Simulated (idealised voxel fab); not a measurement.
A process module follows: voxel wiring stack.
We display cut, a cross-section 210 nm in width whose square cells are each 5 nm.
Cross-section format: a grid of square cells, given as bands from top to bottom; each band is one or more rows of cells.
What a band's entry tells you: where the top is and where the bottom is, as heights in nm, and after that what lies inside, material by material from left to right, each with its width in nm. Empty space is written as the word "empty", and a single material marked with the word "everywhere" occupies the band from edge to edge.
Note: height 0 marks the level under which the wafer is uniformly one material as received. Lowest band unbounded below, written "from 0 down".
A width given as "30->40" starts at the first number in the band's top row and ends at the second number in its bottom row, shifting by an equal amount at every step from row to row.
Where the words "nothing different" appear for a step, the cross-section shows no cell changed by that step; every cell remained as before.
Empty spaces without an open route to the top, at least 8 cells in extent, make up the entry "Trapped void list"; each is given as width x height at distance, where the distance is measured from the left edge, and all are in nm.
Anything after a step's settings on that line? It's the simulator's own note about the step.
overlay nm: step with mask; distance mask lay right of planned place; negative value = left of planned place.

## The following list gives the planned process steps
1: RECEIVE, material Si
2: CONFORMAL_DEP, material SiO2, thk nm 15
3: CONFORMAL_DEP, material SiCN, thk nm 5
4: DIRECTIONAL_DEP, material lowk, thk nm 15
5: PATTERN, tone open, mask id METAL_1, material resist, width nm 30, pitch nm 45, thk nm 15, overlay nm 0
6: DIRECTIONAL_ETCH, etch materials lowk, depth nm 15
7: DIRECTIONAL_ETCH, etch materials SiCN, depth nm 5
8: STRIP, etch materials resist
9: CONFORMAL_DEP, material TiN, thk nm 5
10: FILL_DEP, material W, thk nm 5
11: CMP, height nm 35
12: CONFORMAL_DEP, material SiCN, thk nm 5
13: DIRECTIONAL_DEP, material lowk, thk nm 20
14: PATTERN, tone open, mask id PLUG_1, material resist, width nm 15, pitch nm 45, thk nm 20, overlay nm 0
15: DIRECTIONAL_ETCH, etch materials lowk, depth nm 20
16: DIRECTIONAL_ETCH, etch materials SiCN, depth nm 5
17: STRIP, etch materials resist
18: CONFORMAL_DEP, material TiN, thk nm 5
19: FILL_DEP, material Ru, thk nm 10
20: CMP, height nm 60
21: DIRECTIONAL_DEP, material TiN, thk nm 5
22: DIRECTIONAL_DEP, material W, thk nm 25
23: DIRECTIONAL_DEP, material aC, thk nm 10
24: PATTERN, tone cover, mask id METAL_2, material resist, width nm 30, pitch nm 45, thk nm 30, overlay nm 0
25: DIRECTIONAL_ETCH, etch materials aC, depth nm 10
26: STRIP, etch materials resist
27: DIRECTIONAL_ETCH, etch materials W, depth nm 25
28: DIRECTIONAL_ETCH, etch materials TiN, depth nm 5
29: STRIP, etch materials aC
30: FILL_DEP, material lowk, thk nm 5
31: CMP, height nm 90
32: CONFORMAL_DEP, material SiCN, thk nm 5
33: DIRECTIONAL_DEP, material SiO2, thk nm 35
34: PATTERN, tone open, mask id METAL_3_HOLES, material resist, width nm 15, pitch nm 45, thk nm 20, overlay nm 0
35: DIRECTIONAL_ETCH, etch materials SiO2, depth nm 35
36: STRIP, etch materials resist
37: DIRECTIONAL_DEP, material aC, thk nm 15
38: PATTERN, tone open, mask id METAL_3, material resist, width nm 30, pitch nm 45, thk nm 30, overlay nm 0
39: DIRECTIONAL_ETCH, etch materials aC, depth nm 15
40: STRIP, etch materials resist
41: DIRECTIONAL_ETCH, etch materials SiO2, depth nm 20
42: DIRECTIONAL_ETCH, etch materials SiCN, depth nm 5
43: STRIP, etch materials aC
44: CONFORMAL_DEP, material TiN, thk nm 5
45: FILL_DEP, material Ru, thk nm 10
46: CMP, height nm 130
47: CONFORMAL_DEP, material SiN, thk nm 5

## Cross-section, incoming material, after step 1
from 0 down  Si everywhere
Trapped void list: none

## This is how the wafer looks in cross-section once the module is done, given the starting state and plan above and one mistake in carrying the plan out
from 135 to 130  SiN everywhere
from 130 to 115  SiO2=20 / TiN=5 / Ru=20 / TiN=5 / SiO2=15 / TiN=5 / Ru=20 / TiN=5 / SiO2=15 / TiN=5 / Ru=20 / TiN=5 / SiO2=15 / TiN=5 / Ru=20 / TiN=5 / SiO2=25
from 115 to 110  SiO2=20 / TiN=5 / Ru=5 / TiN=20 / SiO2=15 / TiN=5 / Ru=5 / TiN=20 / SiO2=15 / TiN=5 / Ru=5 / TiN=20 / SiO2=15 / TiN=5 / Ru=5 / TiN=20 / SiO2=25
from 110 to 95  SiO2=20 / TiN=5 / Ru=5 / TiN=5 / SiO2=30 / TiN=5 / Ru=5 / TiN=5 / SiO2=30 / TiN=5 / Ru=5 / TiN=5 / SiO2=30 / TiN=5 / Ru=5 / TiN=5 / SiO2=40
from 95 to 90  SiCN=20 / TiN=15 / SiCN=30 / TiN=15 / SiCN=30 / TiN=15 / SiCN=30 / TiN=15 / SiCN=40
from 90 to 65  lowk=20 / W=30 / lowk=15 / W=30 / lowk=15 / W=30 / lowk=15 / W=30 / lowk=25
from 65 to 60  lowk=20 / TiN=30 / lowk=15 / TiN=30 / lowk=15 / TiN=30 / lowk=15 / TiN=30 / lowk=25
from 60 to 40  lowk=20 / TiN=5 / Ru=5 / TiN=5 / lowk=30 / TiN=5 / Ru=5 / TiN=5 / lowk=30 / TiN=5 / Ru=5 / TiN=5 / lowk=30 / TiN=5 / Ru=5 / TiN=5 / lowk=40
from 40 to 30  SiCN=20 / TiN=15->30 / SiCN=30->15 / TiN=15->30 / SiCN=30->15 / TiN=15->30 / SiCN=30->15 / TiN=15->30 / SiCN=40->25
from 30 to 0  SiO2 everywhere
from 0 down  Si everywhere
Trapped void list: none
Error vs. plan: the plan had its step 2 run twice
